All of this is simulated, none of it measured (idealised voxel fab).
process module | voxel spacer lines
The cross-section shown here is cut; it is 235 nm wide and divided into square cells measuring 5 nm on a side.
Cross-sections here: square-cell grids, written as top-down lists of bands, a band being one or more rows of cells.
Quick guide to a band line: top height, bottom height (nm) up front; then every material left to right with its width in nm. Only one material and it's marked "everywhere"? Then it fills the band edge to edge. And "air" just means empty space.
Heads up on the height convention: 0 is the point under which the incoming wafer is all one material, and the lowest band has no bottom, it just keeps going down, like "0..down".
When a width is written as two numbers, as in "30->40", the first number is the width in the top row of cells of the band and the second is the width in its bottom row, and the width changes by the same amount from each row to the next.
Where a step carries "remained the same", the cross-section came out of it unchanged, cell for cell.
"Trapped voids" lists enclosed empty spaces (at least 8 cells, no open path upward to the top), each as width x height at distance from the left edge, in nm.
Anything after a step's settings on that line? It's the simulator's own note about the step.
On any step carrying a mask, the "overlay nm" setting, if present on the step's line, tells how far right of its planned place the mask lay; negative values point to the left.

The steps planned for the process are as follows
1) RECEIVE [material Si]
2) CONFORMAL_DEP [material Al2O3] [thk nm 10]
3) DIRECTIONAL_DEP [material SiN] [thk nm 15]
4) DIRECTIONAL_DEP [material polySi] [thk nm 20]
5) PATTERN [tone cover] [mask id MANDREL] [material resist] [width nm 20] [pitch nm 70] [thk nm 25] [overlay nm 0]
6) DIRECTIONAL_ETCH [etch materials polySi] [depth nm 20]
7) STRIP [etch materials resist]
8) CONFORMAL_DEP [material SiO2] [thk nm 15]
9) DIRECTIONAL_ETCH [etch materials SiO2] [depth nm 15]
10) STRIP [etch materials polySi]
11) DIRECTIONAL_ETCH [etch materials SiN] [depth nm 15]
12) STRIP [etch materials SiO2]
13) FILL_DEP [material lowk] [thk nm 5]
14) CMP [height nm 25]

Cross-sectional view of the wafer in its as-received condition, corresponding to the state after step 1
	0..down = Si everywhere
	Trapped voids: none

The module was run from the start shown above using the plan shown above, but one mistake was made doing it; the resulting wafer cross-section is below
	25..10 = lowk: 60 / SiN: 15 / lowk: 20 / SiN: 15 / lowk: 20 / SiN: 15 / lowk: 20 / SiN: 15 / lowk: 55
	10..0 = Al2O3 everywhere
	0..down = Si everywhere
	Trapped voids: none
Error vs. plan: step 5: run off-plan, actual operation and settings PATTERN [tone cover] [mask id MANDREL] [material resist] [width nm 20] [pitch nm 70] [thk nm 25] [overlay nm 5]
